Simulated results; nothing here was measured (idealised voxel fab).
The process module that follows is named voxel wiring stack.
Each square cell in cross-section cut measures 5 nm, and the section as a whole is 245 nm wide.
If you're reading a cross-section in this doc, picture square cells in a grid; it comes to you as bands, top ones listed first down to the bottom, and a band can be one or more rows of cells.
Look at the band entry: it leads with the top's height and the bottom's height in nm. Then it lists the materials left to right, with a width in nm for each. The word "all across" on a single material says that material fills the band edge to edge. The word "air" is empty space.
Note: height 0 marks the level under which the wafer is uniformly one material as received. Lowest band unbounded below, written "z 0 and below".
Graded width ("30 to 40"): value in top row of band = first number; value in bottom row = second number; row-to-row change constant.
Where a step carries "no change occurred", the cross-section came out of it unchanged, cell for cell.
The list in "Trapped voids" covers empty spaces of 8 cells or more that cannot reach the top through any open way, and it gives each as width x height at distance; the distance is from the left edge, and width, height and distance are in nm.
Step line, after settings: the simulator's comment on this step.
If you see "overlay nm" on a step's line and that step has a mask, it's telling you how far right of where it was planned the mask ended up; a negative number means it went left instead.
BELOW IS THE LIST OF PLANNED PROCESS STEPS
1) RECEIVE with material Si
2) CONFORMAL_DEP with material SiO2, thk nm 15
3) CONFORMAL_DEP with material SiN, thk nm 5
4) DIRECTIONAL_DEP with material SiO2, thk nm 20
5) PATTERN with tone open, mask id METAL_1, material resist, width nm 30, pitch nm 50, thk nm 15, overlay nm 0
6) DIRECTIONAL_ETCH with etch materials SiO2, depth nm 20
7) DIRECTIONAL_ETCH with etch materials SiN, depth nm 5
8) STRIP with etch materials resist
9) CONFORMAL_DEP with material TiN, thk nm 5
10) FILL_DEP with material W, thk nm 10
11) CMP with height nm 40
12) CONFORMAL_DEP with material SiCN, thk nm 5
13) DIRECTIONAL_DEP with material SiO2, thk nm 20
14) DIRECTIONAL_DEP with material aC, thk nm 15
15) PATTERN with tone open, mask id PLUG_1, material resist, width nm 15, pitch nm 50, thk nm 30, overlay nm 0
16) DIRECTIONAL_ETCH with etch materials aC, depth nm 15
17) STRIP with etch materials resist
18) DIRECTIONAL_ETCH with etch materials SiO2, depth nm 20
19) DIRECTIONAL_ETCH with etch materials SiCN, depth nm 5
20) STRIP with etch materials aC
21) CONFORMAL_DEP with material TiN, thk nm 5
22) FILL_DEP with material Cu, thk nm 5
23) CMP with height nm 65
24) DIRECTIONAL_DEP with material TiN, thk nm 5
25) DIRECTIONAL_DEP with material Ru, thk nm 15
26) MASKED_ETCH with tone cover, mask id METAL_2, width nm 30, pitch nm 50, etch materials Ru, depth nm 15, overlay nm 0
27) MASKED_ETCH with tone cover, mask id METAL_2, width nm 30, pitch nm 50, etch materials TiN, depth nm 5, overlay nm 0
28) FILL_DEP with material SiO2, thk nm 10
29) CMP with height nm 85
30) CONFORMAL_DEP with material SiCN, thk nm 5
31) DIRECTIONAL_DEP with material lowk, thk nm 10
32) MASKED_ETCH with tone open, mask id PLUG_2, width nm 15, pitch nm 50, etch materials lowk, depth nm 10, overlay nm 0
33) MASKED_ETCH with tone open, mask id PLUG_2, width nm 15, pitch nm 50, etch materials SiCN, depth nm 5, overlay nm 0
34) EPI with material Ru, thk nm 10
35) EPI with material Ru, thk nm 5
36) DIRECTIONAL_DEP with material TiN, thk nm 5
37) DIRECTIONAL_DEP with material W, thk nm 20
38) PATTERN with tone cover, mask id METAL_3, material resist, width nm 30, pitch nm 50, thk nm 15, overlay nm 0
39) DIRECTIONAL_ETCH with etch materials W, depth nm 20
40) DIRECTIONAL_ETCH with etch materials TiN, depth nm 5
41) STRIP with etch materials resist
42) CONFORMAL_DEP with material SiCN, thk nm 5
43) FILL_DEP with material SiO2, thk nm 5
44) CMP with height nm 125
45) CONFORMAL_DEP with material SiN, thk nm 5
THE CROSS-SECTION HERE SHOWS THE WAFER AS RECEIVED, I.E. IN ITS STATE AFTER STEP 1
* z 0 and below | Si all across
* Trapped voids: none
FIRST OF TWO WAFERS: CROSS-SECTION AT END OF MODULE, RUN PER PLAN
* z 130 to 125 | SiN all across
* z 125 to 105 | 50 SiO2, then 5 SiCN, then 30 W, then 5 SiCN, then 10 SiO2, then 5 SiCN, then 30 W, then 5 SiCN, then 10 SiO2, then 5 SiCN, then 30 W, then 5 SiCN, then 55 SiO2
* z 105 to 100 | 55 SiCN, then 30 TiN, then 20 SiCN, then 30 TiN, then 20 SiCN, then 30 TiN, then 60 SiCN
* z 100 to 90 | 55 lowk, then 15 Ru, then 35 lowk, then 15 Ru, then 35 lowk, then 15 Ru, then 75 lowk
* z 90 to 85 | 55 SiCN, then 15 Ru, then 35 SiCN, then 15 Ru, then 35 SiCN, then 15 Ru, then 75 SiCN
* z 85 to 70 | 55 SiO2, then 30 Ru, then 20 SiO2, then 30 Ru, then 20 SiO2, then 30 Ru, then 60 SiO2
* z 70 to 65 | 55 SiO2, then 30 TiN, then 20 SiO2, then 30 TiN, then 20 SiO2, then 30 TiN, then 60 SiO2
* z 65 to 45 | 55 SiO2, then 5 TiN, then 5 Cu, then 5 TiN, then 35 SiO2, then 5 TiN, then 5 Cu, then 5 TiN, then 35 SiO2, then 5 TiN, then 5 Cu, then 5 TiN, then 75 SiO2
* z 45 to 40 | 55 SiCN, then 15 TiN, then 35 SiCN, then 15 TiN, then 35 SiCN, then 15 TiN, then 75 SiCN
* z 40 to 20 | 55 SiO2, then 5 TiN, then 20 W, then 5 TiN, then 20 SiO2, then 5 TiN, then 20 W, then 5 TiN, then 20 SiO2, then 5 TiN, then 20 W, then 5 TiN, then 60 SiO2
* z 20 to 15 | 55 SiN, then 30 TiN, then 20 SiN, then 30 TiN, then 20 SiN, then 30 TiN, then 60 SiN
* z 15 to 0 | SiO2 all across
* z 0 and below | Si all across
* Trapped voids: none
CROSS-SECTION AT END OF MODULE FOR THE SECOND WAFER OF TWO, WHICH MATCHED THE FIRST IN STARTING POINT AND PLAN AND DIFFERED BY ONE MISTAKE IN ITS PROCESSING
* z 130 to 125 | SiN all across
* z 125 to 105 | 50 SiO2, then 5 SiCN, then 30 W, then 5 SiCN, then 10 SiO2, then 5 SiCN, then 30 W, then 5 SiCN, then 10 SiO2, then 5 SiCN, then 30 W, then 5 SiCN, then 55 SiO2
* z 105 to 100 | 55 SiCN, then 30 TiN, then 20 SiCN, then 30 TiN, then 20 SiCN, then 30 TiN, then 60 SiCN
* z 100 to 90 | 55 lowk, then 15 Ru, then 35 lowk, then 15 Ru, then 35 lowk, then 15 Ru, then 75 lowk
* z 90 to 85 | 55 SiCN, then 15 Ru, then 35 SiCN, then 15 Ru, then 35 SiCN, then 15 Ru, then 75 SiCN
* z 85 to 80 | 55 SiO2, then 30 TiN, then 20 SiO2, then 30 TiN, then 20 SiO2, then 30 TiN, then 60 SiO2
* z 80 to 65 | Ru all across
* z 65 to 45 | 55 SiO2, then 5 TiN, then 5 Cu, then 5 TiN, then 35 SiO2, then 5 TiN, then 5 Cu, then 5 TiN, then 35 SiO2, then 5 TiN, then 5 Cu, then 5 TiN, then 75 SiO2
* z 45 to 40 | 55 SiCN, then 15 TiN, then 35 SiCN, then 15 TiN, then 35 SiCN, then 15 TiN, then 75 SiCN
* z 40 to 20 | 55 SiO2, then 5 TiN, then 20 W, then 5 TiN, then 20 SiO2, then 5 TiN, then 20 W, then 5 TiN, then 20 SiO2, then 5 TiN, then 20 W, then 5 TiN, then 60 SiO2
* z 20 to 15 | 55 SiN, then 30 TiN, then 20 SiN, then 30 TiN, then 20 SiN, then 30 TiN, then 60 SiN
* z 15 to 0 | SiO2 all across
* z 0 and below | Si all across
* Trapped voids: none
Against the plan, the run slipped here: contrary to the plan, steps 24 and 25 were processed in exchanged order
Final comparison by cell count, materials where the second wafer has more or fewer than the first: +93 Ru, -93 SiO2
